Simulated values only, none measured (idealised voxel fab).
Module name: voxel ribs on slabs (process module)
It is cross-section cut that appears here, measuring 270 nm in width, its square cells being 5 nm in size.
Each cross-section below is a grid of square cells, stated as bands in top-down order, with one or more rows of cells making up each band.
The band entry comprises the height of the band's top followed by the height of its bottom, expressed in nm, and subsequently the band's materials from left to right, each stated together with its width in nm. Where a single material is marked with the word "edge to edge", that material fills the band from edge to edge. The word "air" represents empty space.
The level at which height equals 0 is the one under which the wafer, as it arrives, is entirely one material. No lower edge exists for the bottom band, which continues downward and is notated as in "z 0 and below".
The width entry "30 to 40" should be interpreted row by row: the top row of cells in the band takes the first number, the bottom row takes the second number, and the change between adjacent rows is uniform throughout.
"nothing altered" means the step left every cell of the cross-section as it was.
Empty spaces counting at least 8 cells and having no open way to the top are listed in "Closed void register". The notation width x height at distance is used for each, the distance being from the left edge and all three values in nm.
Note: text after step settings on the step line = simulator remark on that step.
overlay nm: where the mask lay relative to plan, measured to the right, on steps with a mask; negatives go left.
[Steps in the process plan]
1. RECEIVE: material Si
2. DIRECTIONAL_DEP: material SiO2, thk nm 30
3. DIRECTIONAL_DEP: material polySi, thk nm 15
4. MASKED_ETCH: tone cover, mask id RIB, width nm 15, etch materials polySi, depth nm 10, overlay nm 0
5. PATTERN: tone cover, mask id SLAB, material resist, width nm 65, thk nm 15, overlay nm 0
6. DIRECTIONAL_ETCH: etch materials polySi, depth nm 5
7. STRIP: etch materials resist
8. FILL_DEP: material SiO2, thk nm 25
9. CMP: height nm 65
10. DIRECTIONAL_DEP: material W, thk nm 10
11. MASKED_ETCH: tone cover, mask id HEATER, width nm 25, etch materials W, depth nm 10, overlay nm 0
12. CONFORMAL_DEP: material SiO2, thk nm 10
[Shown in cross-section is the wafer as received, that is, as it stands after step 1]
> z 0 and below = Si edge to edge
> Closed void register: none
[Run as planned - first of the two wafers cross-sectioned at the end of the module]
> z 85 to 75 = 110 of air / 45 of SiO2 / 115 of air
> z 75 to 65 = 120 of SiO2 / 25 of W / 125 of SiO2
> z 65 to 45 = SiO2 edge to edge
> z 45 to 35 = 125 of SiO2 / 15 of polySi / 130 of SiO2
> z 35 to 30 = 100 of SiO2 / 65 of polySi / 105 of SiO2
> z 30 to 0 = SiO2 edge to edge
> z 0 and below = Si edge to edge
> Closed void register: none
[second wafer at the end: like start, like plan, one mistake]
> z 75 to 65 = 120 of air / 25 of W / 125 of air
> z 65 to 45 = SiO2 edge to edge
> z 45 to 35 = 125 of SiO2 / 15 of polySi / 130 of SiO2
> z 35 to 30 = 100 of SiO2 / 65 of polySi / 105 of SiO2
> z 30 to 0 = SiO2 edge to edge
> z 0 and below = Si edge to edge
> Closed void register: none
Diagnosis: step 12 of the plan was bypassed and not carried out
The closing comparison, in cells, has the second wafer with more or fewer of some materials than the first: SiO2: 116 fewer
